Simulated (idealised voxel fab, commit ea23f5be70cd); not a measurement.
This section sets out a process module, namely voxel transistor to metal.
Cross-sectional view cut (width: 295 nm; square cell size: 5 nm).
Format of a cross-section: grid, square cells. Given as bands. Order: top down. Band: one or more rows of cells. In this notation a band is specified by the heights of its top and bottom, in that order and in nm, after which its materials appear from left to right, each paired with its width in nm. The word "full width" attached to a single material means that material fills the band from edge to edge; the word "air" stands for empty space. The level at which height equals 0 is the one under which the wafer, as it arrives, is entirely one material. No lower edge exists for the bottom band, which continues downward and is notated as in "0 -> down". The two numbers in a width such as "30..40" mark its ends across the band: the first belongs to the top row of cells, the second to the bottom row, and from each row to the next the width moves by the same amount. Key: "no change" - step with no changed cell in the cross-section. Closed-off voids of 8+ cells (no open route to the top) go in "Unvented cavities", written width x height at distance from the left edge, in nm. Heads up: the bit after the settings on a step's line is the simulator's remark on that step. overlay nm, on a step with a mask: how far to the right of its planned place the mask lay; to the left if negative.

PLAN
1. RECEIVE [material Si]
2. CONFORMAL_DEP [material SiO2] [thk nm 5]
3. CONFORMAL_DEP [material SiN] [thk nm 10]
4. PATTERN [tone cover] [mask id ACTIVE] [material resist] [width nm 110] [pitch nm 140] [thk nm 20] [overlay nm 0]
5. DIRECTIONAL_ETCH [etch materials SiN] [depth nm 10]
6. DIRECTIONAL_ETCH [etch materials SiO2] [depth nm 5]
7. DIRECTIONAL_ETCH [etch materials Si] [depth nm 35]
8. STRIP [etch materials resist]
9. FILL_DEP [material SiO2] [thk nm 10]
10. CMP [height nm 15]
11. SELECTIVE_ETCH [etch materials SiO2] [depth nm 5]
12. STRIP [etch materials SiN]
13. SELECTIVE_ETCH [etch materials SiO2] [depth nm 5]
14. OXIDIZE [depth nm 5]
15. DIRECTIONAL_DEP [material polySi] [thk nm 25]
16. DIRECTIONAL_DEP [material SiCN] [thk nm 15]
17. PATTERN [tone cover] [mask id GATE] [material resist] [width nm 30] [pitch nm 140] [thk nm 20] [overlay nm 0]
18. DIRECTIONAL_ETCH [etch materials SiCN] [depth nm 25]
19. DIRECTIONAL_ETCH [etch materials polySi] [depth nm 35]
20. STRIP [etch materials resist]
21. CONFORMAL_DEP [material SiO2] [thk nm 5]
22. DIRECTIONAL_ETCH [etch materials SiO2] [depth nm 5]
23. CONFORMAL_DEP [material SiN] [thk nm 10]
24. DIRECTIONAL_ETCH [etch materials SiN] [depth nm 10]
25. DIRECTIONAL_ETCH [etch materials SiO2] [depth nm 5]
26. DIRECTIONAL_ETCH [etch materials Si] [depth nm 10]
27. EPI [material nSi] [thk nm 10]
28. FILL_DEP [material SiO2] [thk nm 10]
29. CMP [height nm 25]
30. STRIP [etch materials polySi]
31. SELECTIVE_ETCH [etch materials SiO2] [depth nm 5]
32. CONFORMAL_DEP [material HfO2] [thk nm 5]
33. CONFORMAL_DEP [material TiN] [thk nm 5]
34. FILL_DEP [material W] [thk nm 10]
35. CMP [height nm 20]
36. DIRECTIONAL_DEP [material SiO2] [thk nm 15]
37. PATTERN [tone open] [mask id CONTACT] [material resist] [width nm 15] [thk nm 15] [overlay nm 0]
38. DIRECTIONAL_ETCH [etch materials SiO2] [depth nm 30]
39. STRIP [etch materials resist]
40. CONFORMAL_DEP [material TiN] [thk nm 5]
41. FILL_DEP [material W] [thk nm 5]
42. CMP [height nm 35]
43. DIRECTIONAL_DEP [material TiN] [thk nm 5]
44. DIRECTIONAL_DEP [material W] [thk nm 20]
45. DIRECTIONAL_DEP [material aC] [thk nm 10]
46. PATTERN [tone cover] [mask id METAL_1] [material resist] [width nm 15] [thk nm 25] [overlay nm 0]
47. DIRECTIONAL_ETCH [etch materials aC] [depth nm 10]
48. STRIP [etch materials resist]
49. DIRECTIONAL_ETCH [etch materials W] [depth nm 20]
50. DIRECTIONAL_ETCH [etch materials TiN] [depth nm 5]
51. STRIP [etch materials aC]
52. FILL_DEP [material lowk] [thk nm 10]
53. CMP [height nm 60]
54. CONFORMAL_DEP [material SiCN] [thk nm 5]
55. DIRECTIONAL_DEP [material lowk] [thk nm 35]
56. MASKED_ETCH [tone open] [mask id METAL_2] [width nm 15] [pitch nm 140] [etch materials lowk] [depth nm 20] [overlay nm 0]
57. PATTERN [tone open] [mask id METAL_2_HOLES] [material resist] [width nm 15] [pitch nm 140] [thk nm 20] [overlay nm 0]
58. DIRECTIONAL_ETCH [etch materials lowk] [depth nm 15]
59. DIRECTIONAL_ETCH [etch materials SiCN] [depth nm 5]
60. STRIP [etch materials resist]
61. CONFORMAL_DEP [material TiN] [thk nm 5]
62. FILL_DEP [material Ru] [thk nm 5]
63. CMP [height nm 100]
64. CONFORMAL_DEP [material SiCN] [thk nm 5]

THE CROSS-SECTION HERE SHOWS THE WAFER AS RECEIVED, I.E. IN ITS STATE AFTER STEP 1
    0 -> down = Si full width
    Unvented cavities: none

LOOK AT THE CROSS-SECTION AFTER THE MODULE: THE WAFER STARTED OUT THE WAY SHOWN ABOVE AND THE PLAN WAS THE ONE SHOWN ABOVE, YET ONE MISTAKE WAS MADE ALONG THE WAY
    105 -> 100 = SiCN full width
    100 -> 65 = lowk=25, TiN=5, Ru=5, TiN=5, lowk=125, TiN=5, Ru=5, TiN=5, lowk=115
    65 -> 60 = SiCN=25, TiN=15, SiCN=125, TiN=15, SiCN=115
    60 -> 40 = lowk=25, W=15, lowk=70, W=15, lowk=40, W=15, lowk=70, W=15, lowk=30
    40 -> 35 = lowk=25, TiN=15, lowk=70, TiN=15, lowk=40, TiN=15, lowk=70, TiN=15, lowk=30
    35 -> 25 = SiO2=25, TiN=5, W=5, TiN=5, SiO2=70, TiN=5, W=5, TiN=5, SiO2=40, TiN=5, W=5, TiN=5, SiO2=70, TiN=5, W=5, TiN=5, SiO2=30
    25 -> 20 = SiO2=25, TiN=5, W=5, TiN=5, SiO2=70, TiN=15, SiO2=40, TiN=5, W=5, TiN=5, SiO2=70, TiN=15, SiO2=30
    20 -> 10 = SiO2=25, TiN=5, W=5, TiN=5, SiO2=15, SiN=10, HfO2=5, TiN=5, W=20, TiN=5, HfO2=5, SiN=10, TiN=10, SiO2=40, TiN=5, W=5, TiN=5, SiO2=15, SiN=10, HfO2=5, TiN=5, W=20, TiN=5, HfO2=5, SiN=10, TiN=10, SiO2=30
    10 -> 5 = SiO2=25, TiN=15, SiO2=15, SiN=10, HfO2=5, TiN=5, W=20, TiN=5, HfO2=5, SiN=10, TiN=10, SiO2=40, TiN=15, SiO2=15, SiN=10, HfO2=5, TiN=5, W=20, TiN=5, HfO2=5, SiN=10, TiN=10, SiO2=30
    5 -> 0 = SiO2=20, SiN=10, nSi=10, SiO2=5, nSi=10, SiN=10, HfO2=5, TiN=30, HfO2=5, SiN=10, nSi=5, SiN=10, SiO2=30, SiN=10, nSi=10, SiO2=5, nSi=10, SiN=10, HfO2=5, TiN=30, HfO2=5, SiN=10, nSi=5, SiN=10, SiO2=25
    0 -> -5 = SiO2=30, nSi=10, SiO2=5, nSi=10, SiO2=10, HfO2=40, SiO2=10, nSi=5, SiO2=50, nSi=10, SiO2=5, nSi=10, SiO2=10, HfO2=40, SiO2=10, nSi=5, SiO2=35
    -5 -> -15 = SiO2=20, Si=10, nSi=25, Si=60, nSi=5, Si=10, SiO2=30, Si=10, nSi=25, Si=60, nSi=5, Si=10, SiO2=25
    -15 -> -35 = SiO2=20, Si=110, SiO2=30, Si=110, SiO2=25
    -35 -> down = Si full width
    Unvented cavities: none
Diagnosis: planned and actual differ for step 17; actual: PATTERN [tone cover] [mask id GATE] [material resist] [width nm 30] [pitch nm 140] [thk nm 20] [overlay nm 10]
